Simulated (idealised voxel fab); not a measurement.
The following process module bears the name voxel wiring stack.
Cross-section cut: width 250 nm, square cells of 5 nm.
Cross-section format: a grid of square cells, given as bands from top to bottom; each band is one or more rows of cells. Look at the band entry: it leads with the top's height and the bottom's height in nm. Then it lists the materials left to right, with a width in nm for each. The word "everywhere" on a single material says that material fills the band edge to edge. The word "empty" is empty space. Counting heights begins at 0, where everything beneath is, in the wafer as received, one material. The lowest band has no bottom; it goes on downwards, as "0 nm and below" shows. Read "30..40" as a graded width: first number on top, second number at the bottom, same change between each pair of neighbouring rows. "no modification" after a step means that no cell of the cross-section changed. Basically, "Closed void catalog" tells you about the enclosed voids: empty spaces with no open way to the top, 8 cells or bigger, each written width x height at distance, where distance is from the left edge, all in nm. On each step's line, the part that comes after the settings is the simulator's own comment on the step. Among the settings permitted on a step's line is "overlay nm"; applied to a step with a mask, it specifies the extent to which the mask lay to the right of its planned position, whereas a negative figure signifies a position to the left.

**These are the steps we planned for the process**
1) op RECEIVE | material Si
2) op CONFORMAL_DEP | material SiO2 | thk nm 10
3) op CONFORMAL_DEP | material SiN | thk nm 5
4) op DIRECTIONAL_DEP | material SiO2 | thk nm 20
5) op DIRECTIONAL_DEP | material aC | thk nm 10
6) op PATTERN | tone open | mask id METAL_1 | material resist | width nm 20 | pitch nm 40 | thk nm 25 | overlay nm 0
7) op DIRECTIONAL_ETCH | etch materials aC | depth nm 10
8) op STRIP | etch materials resist
9) op DIRECTIONAL_ETCH | etch materials SiO2 | depth nm 20
10) op DIRECTIONAL_ETCH | etch materials SiN | depth nm 5
11) op STRIP | etch materials aC
12) op CONFORMAL_DEP | material TiN | thk nm 5
13) op FILL_DEP | material Cu | thk nm 5
14) op CMP | height nm 35
15) op CONFORMAL_DEP | material SiCN | thk nm 5
16) op DIRECTIONAL_DEP | material lowk | thk nm 30
17) op MASKED_ETCH | tone open | mask id METAL_2 | width nm 20 | pitch nm 40 | etch materials lowk | depth nm 20 | overlay nm 0
18) op PATTERN | tone open | mask id METAL_2_HOLES | material resist | width nm 15 | pitch nm 40 | thk nm 20 | overlay nm 0
19) op DIRECTIONAL_ETCH | etch materials lowk | depth nm 10
20) op DIRECTIONAL_ETCH | etch materials SiCN | depth nm 5
21) op STRIP | etch materials resist
22) op CONFORMAL_DEP | material TiN | thk nm 5
23) op FILL_DEP | material Cu | thk nm 10
24) op CMP | height nm 70
25) op CONFORMAL_DEP | material SiCN | thk nm 5
26) op DIRECTIONAL_DEP | material lowk | thk nm 10
27) op DIRECTIONAL_DEP | material aC | thk nm 15
28) op PATTERN | tone open | mask id PLUG_2 | material resist | width nm 15 | thk nm 35 | overlay nm 0
29) op DIRECTIONAL_ETCH | etch materials aC | depth nm 15
30) op STRIP | etch materials resist
31) op DIRECTIONAL_ETCH | etch materials lowk | depth nm 10
32) op DIRECTIONAL_ETCH | etch materials SiCN | depth nm 5
33) op STRIP | etch materials aC
34) op EPI | material Ru | thk nm 10
35) op EPI | material Ru | thk nm 5
36) op CONFORMAL_DEP | material SiCN | thk nm 5
37) op DIRECTIONAL_DEP | material lowk | thk nm 20
38) op PATTERN | tone open | mask id METAL_3 | material resist | width nm 20 | pitch nm 40 | thk nm 15 | overlay nm 0
39) op DIRECTIONAL_ETCH | etch materials lowk | depth nm 20
40) op DIRECTIONAL_ETCH | etch materials SiCN | depth nm 5
41) op STRIP | etch materials resist
42) op CONFORMAL_DEP | material TiN | thk nm 5
43) op FILL_DEP | material Cu | thk nm 5
44) op CMP | height nm 110
45) op EPI | material Ru | thk nm 5
46) op FILL_DEP | material SiCN | thk nm 5
47) op DIRECTIONAL_DEP | material SiO2 | thk nm 10
48) op DIRECTIONAL_DEP | material aC | thk nm 10
49) op PATTERN | tone open | mask id PLUG_3 | material resist | width nm 15 | pitch nm 40 | thk nm 30 | overlay nm 0
50) op DIRECTIONAL_ETCH | etch materials aC | depth nm 10
51) op STRIP | etch materials resist
52) op DIRECTIONAL_ETCH | etch materials SiO2 | depth nm 10
53) op DIRECTIONAL_ETCH | etch materials SiCN | depth nm 5
54) op STRIP | etch materials aC
55) op EPI | material Ru | thk nm 10
56) op EPI | material Ru | thk nm 5
57) op CONFORMAL_DEP | material SiN | thk nm 5
58) op DIRECTIONAL_DEP | material SiO2 | thk nm 15
59) op MASKED_ETCH | tone open | mask id METAL_4 | width nm 20 | pitch nm 40 | etch materials SiO2 | depth nm 15 | overlay nm 0
60) op MASKED_ETCH | tone open | mask id METAL_4 | width nm 20 | pitch nm 40 | etch materials SiN | depth nm 5 | overlay nm 0
61) op CONFORMAL_DEP | material TiN | thk nm 5
62) op FILL_DEP | material W | thk nm 10
63) op CMP | height nm 150
64) op EPI | material Ru | thk nm 5
65) op FILL_DEP | material SiCN | thk nm 5

**Wafer at receipt (post step 1), cross-section**
	0 nm and below | Si everywhere
	Closed void catalog: none

**End-of-module cross-section of the first of two wafers, processed as planned**
	160 nm to 155 nm | SiCN everywhere
	155 nm to 150 nm | SiCN (90) / Ru (30) / SiCN (10) / Ru (30) / SiCN (90)
	150 nm to 135 nm | SiO2 (95) / TiN (5) / W (10) / TiN (5) / SiO2 (20) / TiN (5) / W (10) / TiN (5) / SiO2 (95)
	135 nm to 130 nm | SiN (95) / TiN (20) / SiN (20) / TiN (20) / SiN (95)
	130 nm to 120 nm | SiO2 (95) / Ru (15) / SiO2 (25) / Ru (15) / SiO2 (100)
	120 nm to 110 nm | SiCN (95..90) / Ru (15..30) / SiCN (25..10) / Ru (15..30) / SiCN (100..90)
	110 nm to 90 nm | lowk (95) / TiN (5) / Cu (10) / TiN (5) / lowk (20) / TiN (5) / Cu (10) / TiN (5) / lowk (95)
	90 nm to 85 nm | SiCN (95) / TiN (20) / SiCN (20) / TiN (20) / SiCN (95)
	85 nm to 75 nm | lowk (95) / Ru (15) / lowk (140)
	75 nm to 70 nm | SiCN (95) / Ru (15) / SiCN (140)
	70 nm to 55 nm | lowk (95) / TiN (5) / Cu (10) / TiN (5) / lowk (20) / TiN (5) / Cu (10) / TiN (5) / lowk (95)
	55 nm to 50 nm | lowk (95) / TiN (5) / Cu (5) / TiN (10) / lowk (20) / TiN (5) / Cu (5) / TiN (10) / lowk (95)
	50 nm to 40 nm | lowk (95) / TiN (5) / Cu (5) / TiN (5) / lowk (25) / TiN (5) / Cu (5) / TiN (5) / lowk (100)
	40 nm to 35 nm | SiCN (95) / TiN (15) / SiCN (25) / TiN (15) / SiCN (100)
	35 nm to 15 nm | SiO2 (95) / TiN (5) / Cu (10) / TiN (5) / SiO2 (20) / TiN (5) / Cu (10) / TiN (5) / SiO2 (95)
	15 nm to 10 nm | SiN (95) / TiN (20) / SiN (20) / TiN (20) / SiN (95)
	10 nm to 0 nm | SiO2 everywhere
	0 nm and below | Si everywhere
	Closed void catalog: none

**Same start, same plan as the first wafer - but one mistake in the run. Cross-section of the second of the two at the end of the module**
	160 nm to 155 nm | SiCN everywhere
	155 nm to 150 nm | SiCN (90) / Ru (30) / SiCN (10) / Ru (30) / SiCN (90)
	150 nm to 145 nm | SiN (95) / TiN (20) / SiN (20) / TiN (20) / SiN (95)
	145 nm to 130 nm | SiO2 everywhere
	130 nm to 120 nm | SiO2 (95) / Ru (15) / SiO2 (25) / Ru (15) / SiO2 (100)
	120 nm to 110 nm | SiCN (95..90) / Ru (15..30) / SiCN (25..10) / Ru (15..30) / SiCN (100..90)
	110 nm to 90 nm | lowk (95) / TiN (5) / Cu (10) / TiN (5) / lowk (20) / TiN (5) / Cu (10) / TiN (5) / lowk (95)
	90 nm to 85 nm | SiCN (95) / TiN (20) / SiCN (20) / TiN (20) / SiCN (95)
	85 nm to 75 nm | lowk (95) / Ru (15) / lowk (140)
	75 nm to 70 nm | SiCN (95) / Ru (15) / SiCN (140)
	70 nm to 55 nm | lowk (95) / TiN (5) / Cu (10) / TiN (5) / lowk (20) / TiN (5) / Cu (10) / TiN (5) / lowk (95)
	55 nm to 50 nm | lowk (95) / TiN (5) / Cu (5) / TiN (10) / lowk (20) / TiN (5) / Cu (5) / TiN (10) / lowk (95)
	50 nm to 40 nm | lowk (95) / TiN (5) / Cu (5) / TiN (5) / lowk (25) / TiN (5) / Cu (5) / TiN (5) / lowk (100)
	40 nm to 35 nm | SiCN (95) / TiN (15) / SiCN (25) / TiN (15) / SiCN (100)
	35 nm to 15 nm | SiO2 (95) / TiN (5) / Cu (10) / TiN (5) / SiO2 (20) / TiN (5) / Cu (10) / TiN (5) / SiO2 (95)
	15 nm to 10 nm | SiN (95) / TiN (20) / SiN (20) / TiN (20) / SiN (95)
	10 nm to 0 nm | SiO2 everywhere
	0 nm and below | Si everywhere
	Closed void catalog: none
Want to know what went wrong? order of steps 57 and 58 inverted relative to the plan
The final cell counts differ between the wafers, with the second having more or fewer of some materials than the first: +24 SiO2; -12 TiN; -12 W
